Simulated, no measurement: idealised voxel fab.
process module | voxel self aligned vias
cross-section cut | 145 nm wide | cells 5 nm
A cross-section is a grid of square cells, given in bands from the top down. A band is one or more rows of cells.
Each band's line starts with the height of the band's top and of its bottom, in nm. Then come its materials from left to right, each with its width in nm. One material with "throughout" fills the band from edge to edge. "air" is empty space.
Height 0 is the level under which the wafer as received is all one material. The lowest band goes on downwards, as in "0 down".
A width such as "30 to 40" changes by the same amount from each row of cells to the next, from the band's top row to its bottom row.
"no change" after a step means that no cell of the cross-section changed.
closed voids: empty space of 8 cells or more with no open way to the top, each as width x height at its distance from the left edge, in nm
after a step's settings: what the simulator itself notes on the step
overlay nm, on a step with a mask: how far to the right of its planned place the mask lay; to the left if negative
plan
1 op RECEIVE | material Si
2 op CONFORMAL_DEP | material SiO2 | thk nm 15
3 op CONFORMAL_DEP | material SiCN | thk nm 5
4 op DIRECTIONAL_DEP | material SiO2 | thk nm 25
5 op DIRECTIONAL_DEP | material aC | thk nm 15
6 op PATTERN | tone open | mask id LINES | material resist | width nm 30 | pitch nm 60 | thk nm 35 | overlay nm 0
7 op DIRECTIONAL_ETCH | etch materials aC | depth nm 15
8 op STRIP | etch materials resist
9 op DIRECTIONAL_ETCH | etch materials SiO2 | depth nm 25
10 op STRIP | etch materials aC
11 op CONFORMAL_DEP | material TiN | thk nm 5
12 op FILL_DEP | material Ru | thk nm 5
13 op CMP | height nm 45
14 op SELECTIVE_ETCH | etch materials W Ru TiN | depth nm 5
15 op FILL_DEP | material SiN | thk nm 5
16 op CMP | height nm 45
17 op DIRECTIONAL_DEP | material SiO2 | thk nm 15
18 op MASKED_ETCH | tone open | mask id VIAS | width nm 40 | etch materials SiO2 | depth nm 15 | overlay nm 0
19 op MASKED_ETCH | tone open | mask id VIAS | width nm 40 | etch materials SiN | depth nm 5 | overlay nm 0
20 op CONFORMAL_DEP | material TiN | thk nm 5
21 op FILL_DEP | material Cu | thk nm 5
22 op CMP | height nm 60
23 op CONFORMAL_DEP | material SiN | thk nm 5
as received, after step 1
  0 down: Si throughout
  closed voids: none
a wafer at the end: this start, this plan, one mistake
  65 to 60: SiN throughout
  60 to 45: SiO2 20 | TiN 5 | SiO2 30 | TiN 5 | SiO2 85
  45 to 40: SiO2 25 | SiN 30 | SiO2 30 | SiN 30 | SiO2 30
  40 to 25: SiO2 25 | TiN 5 | Ru 20 | TiN 5 | SiO2 30 | TiN 5 | Ru 20 | TiN 5 | SiO2 30
  25 to 20: SiO2 25 | TiN 30 | SiO2 30 | TiN 30 | SiO2 30
  20 to 15: SiCN throughout
  15 to 0: SiO2 throughout
  0 down: Si throughout
  closed voids: none
what went wrong: steps 17 and 18 were swapped
